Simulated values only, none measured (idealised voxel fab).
The following process module bears the name voxel self aligned vias.
Section cut is 160 nm wide and gridded with 5 nm square cells.
Cross-section spec: square-cell grid; bands listed top down; each band is one or more rows.
Read a band's entry like this: the first values are the height of its top and the height of its bottom in nm, and what follows is the sequence of materials from left to right, each with its width in nm. Note that "empty" is empty space, and that a single material marked "everywhere" reaches across the band from edge to edge.
Height 0 is the level under which the wafer as received is all one material. The lowest band goes on downwards, as in "z 0 and below".
Width "30..40": first value at the band's top row of cells, second value at its bottom row, equal change from row to row.
It should be understood that the words "no alteration", when stated for a given step, signify that the cross-section underwent no change in any of its cells during that step.
The list in "Listed closed voids" covers empty spaces of 8 cells or more that cannot reach the top through any open way, and it gives each as width x height at distance; the distance is from the left edge, and width, height and distance are in nm.
Heads up: the bit after the settings on a step's line is the simulator's remark on that step.
overlay nm: step with mask; distance mask lay right of planned place; negative value = left of planned place.

[This section lists the process steps that were planned]
1,RECEIVE: material Si
2,CONFORMAL_DEP: material SiO2, thk nm 15
3,CONFORMAL_DEP: material SiCN, thk nm 5
4,DIRECTIONAL_DEP: material SiO2, thk nm 30
5,DIRECTIONAL_DEP: material aC, thk nm 10
6,PATTERN: tone open, mask id LINES, material resist, width nm 20, pitch nm 55, thk nm 25, overlay nm 0
7,DIRECTIONAL_ETCH: etch materials aC, depth nm 10
8,STRIP: etch materials resist
9,DIRECTIONAL_ETCH: etch materials SiO2, depth nm 30
10,STRIP: etch materials aC
11,CONFORMAL_DEP: material TiN, thk nm 5
12,FILL_DEP: material Ru, thk nm 10
13,CMP: height nm 50
14,SELECTIVE_ETCH: etch materials W Ru TiN, depth nm 10
15,FILL_DEP: material SiN, thk nm 10
16,CMP: height nm 50
17,DIRECTIONAL_DEP: material SiO2, thk nm 20
18,PATTERN: tone open, mask id VIAS, material resist, width nm 30, thk nm 20, overlay nm 0
19,DIRECTIONAL_ETCH: etch materials SiO2, depth nm 20
20,DIRECTIONAL_ETCH: etch materials SiN, depth nm 10
21,STRIP: etch materials resist
22,CONFORMAL_DEP: material TiN, thk nm 5
23,FILL_DEP: material Cu, thk nm 5
24,CMP: height nm 70
25,CONFORMAL_DEP: material SiN, thk nm 5

[Received-state cross-section, reflecting completion of step 1]
    z 0 and below  Si everywhere
    Listed closed voids: none

[What the wafer looks like in cross-section after this module, when it starts as shown above and follows the plan above but one mistake is made in running it]
    z 75 to 70  SiN everywhere
    z 70 to 50  35 nm SiO2 / 5 nm TiN / 20 nm Cu / 5 nm TiN / 95 nm SiO2
    z 50 to 45  35 nm SiO2 / 5 nm TiN / 20 nm Cu / 5 nm TiN / 30 nm SiO2 / 20 nm SiN / 45 nm SiO2
    z 45 to 40  35 nm SiO2 / 30 nm TiN / 30 nm SiO2 / 20 nm SiN / 45 nm SiO2
    z 40 to 30  35 nm SiO2 / 10 nm TiN / 10 nm Ru / 10 nm TiN / 30 nm SiO2 / 5 nm TiN / 10 nm Ru / 5 nm TiN / 45 nm SiO2
    z 30 to 25  40 nm SiO2 / 5 nm TiN / 10 nm Ru / 5 nm TiN / 35 nm SiO2 / 5 nm TiN / 10 nm Ru / 5 nm TiN / 45 nm SiO2
    z 25 to 20  40 nm SiO2 / 20 nm TiN / 35 nm SiO2 / 20 nm TiN / 45 nm SiO2
    z 20 to 15  SiCN everywhere
    z 15 to 0  SiO2 everywhere
    z 0 and below  Si everywhere
    Listed closed voids: none
What was the processing mistake? plan step 19 ran twice
